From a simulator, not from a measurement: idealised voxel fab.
process module | voxel capacitor over wiring
cross-section cut | 240 nm wide | cells 5 nm
A cross-section is a grid of square cells, given in bands from the top down. A band is one or more rows of cells.
Each band's line starts with the height of the band's top and of its bottom, in nm. Then come its materials from left to right, each with its width in nm. One material with "throughout" fills the band from edge to edge. "air" is empty space.
Height 0 is the level under which the wafer as received is all one material. The lowest band goes on downwards, as in "0 down".
A width such as "30 to 40" changes by the same amount from each row of cells to the next, from the band's top row to its bottom row.
"no change" after a step means that no cell of the cross-section changed.
closed voids: empty space of 8 cells or more with no open way to the top, each as width x height at its distance from the left edge, in nm
after a step's settings: what the simulator itself notes on the step
overlay nm, on a step with a mask: how far to the right of its planned place the mask lay; to the left if negative
plan
1 op RECEIVE | material Si
2 op CONFORMAL_DEP | material SiO2 | thk nm 10
3 op CONFORMAL_DEP | material SiCN | thk nm 5
4 op DIRECTIONAL_DEP | material SiO2 | thk nm 15
5 op DIRECTIONAL_DEP | material aC | thk nm 10
6 op PATTERN | tone open | mask id METAL_1 | material resist | width nm 20 | pitch nm 80 | thk nm 30 | overlay nm 0
7 op DIRECTIONAL_ETCH | etch materials aC | depth nm 10
8 op STRIP | etch materials resist
9 op DIRECTIONAL_ETCH | etch materials SiO2 | depth nm 15
10 op DIRECTIONAL_ETCH | etch materials SiCN | depth nm 5
11 op STRIP | etch materials aC
12 op CONFORMAL_DEP | material TiN | thk nm 5
13 op FILL_DEP | material W | thk nm 10
14 op CMP | height nm 30
15 op EPI | material Ru | thk nm 5
16 op FILL_DEP | material SiCN | thk nm 5
17 op DIRECTIONAL_DEP | material lowk | thk nm 15
18 op MASKED_ETCH | tone open | mask id PLUG_1 | width nm 15 | etch materials lowk | depth nm 15 | overlay nm 0
19 op MASKED_ETCH | tone open | mask id PLUG_1 | width nm 15 | etch materials SiCN | depth nm 5 | overlay nm 0
20 op CONFORMAL_DEP | material TiN | thk nm 5
21 op FILL_DEP | material Ru | thk nm 5
22 op CMP | height nm 55
23 op DIRECTIONAL_DEP | material TiN | thk nm 5
24 op DIRECTIONAL_DEP | material SiN | thk nm 5
25 op DIRECTIONAL_DEP | material TiN | thk nm 5
26 op MASKED_ETCH | tone cover | mask id UPPER_PLATE | width nm 65 | etch materials TiN | depth nm 5 | overlay nm 0
27 op MASKED_ETCH | tone cover | mask id UPPER_PLATE | width nm 65 | etch materials SiN | depth nm 5 | overlay nm 0
28 op DIRECTIONAL_DEP | material aC | thk nm 15
29 op PATTERN | tone cover | mask id LOWER_PLATE | material resist | width nm 75 | thk nm 30 | overlay nm 0
30 op DIRECTIONAL_ETCH | etch materials aC | depth nm 15
31 op STRIP | etch materials resist
32 op DIRECTIONAL_ETCH | etch materials TiN | depth nm 5
33 op STRIP | etch materials aC
34 op FILL_DEP | material SiO2 | thk nm 20
35 op CMP | height nm 85
36 op PATTERN | tone open | mask id PLUG_2 | material resist | width nm 15 | thk nm 15 | overlay nm 0
37 op DIRECTIONAL_ETCH | etch materials SiO2 | depth nm 15
38 op STRIP | etch materials resist
39 op CONFORMAL_DEP | material TiN | thk nm 5
40 op FILL_DEP | material Cu | thk nm 10
41 op CMP | height nm 85
42 op CONFORMAL_DEP | material SiCN | thk nm 5
as received, after step 1
  0 down: Si throughout
  closed voids: none
first wafer at the end, as planned
  90 to 85: SiCN throughout
  85 to 75: SiO2 85 | TiN 5 | Cu 5 | TiN 5 | SiO2 140
  75 to 65: SiO2 85 to 75 | TiN 15 to 65 | SiO2 140 to 100
  65 to 60: SiO2 75 | SiN 65 | SiO2 100
  60 to 55: SiO2 70 | TiN 75 | SiO2 95
  55 to 40: lowk 75 | TiN 5 | Ru 5 | TiN 5 | lowk 150
  40 to 35: SiCN 75 | TiN 15 | SiCN 150
  35 to 30: SiCN 65 | Ru 30 | SiCN 50 | Ru 30 | SiCN 65
  30 to 15: SiO2 70 | TiN 5 | W 10 | TiN 5 | SiO2 60 | TiN 5 | W 10 | TiN 5 | SiO2 70
  15 to 10: SiCN 70 | TiN 20 | SiCN 60 | TiN 20 | SiCN 70
  10 to 0: SiO2 throughout
  0 down: Si throughout
  closed voids: none
second wafer at the end: like start, like plan, one mistake
  90 to 85: SiCN throughout
  85 to 75: SiO2 85 | TiN 5 | Cu 5 | TiN 5 | SiO2 140
  75 to 65: SiO2 85 to 75 | TiN 15 to 65 | SiO2 140 to 100
  65 to 60: SiO2 75 | SiN 65 | SiO2 100
  60 to 55: SiO2 70 | TiN 75 | SiO2 95
  55 to 40: lowk 75 | TiN 5 | Ru 5 | TiN 5 | lowk 150
  40 to 35: SiCN 75 | TiN 15 | SiCN 150
  35 to 30: SiCN 65 | Ru 30 | SiCN 50 | Ru 30 | SiCN 65
  30 to 15: SiO2 70 | TiN 5 | W 10 | TiN 5 | SiO2 60 | TiN 5 | W 10 | TiN 5 | SiO2 70
  15 to 10: SiCN 70 | TiN 20 | SiCN 60 | TiN 20 | SiCN 70
  10 to 0: lowk throughout
  0 down: Si throughout
  closed voids: none
what went wrong: step 2 ran as: op CONFORMAL_DEP | material lowk | thk nm 10
at the end the second wafer has, in cells: 96 fewer of SiO2 | 96 more of lowk
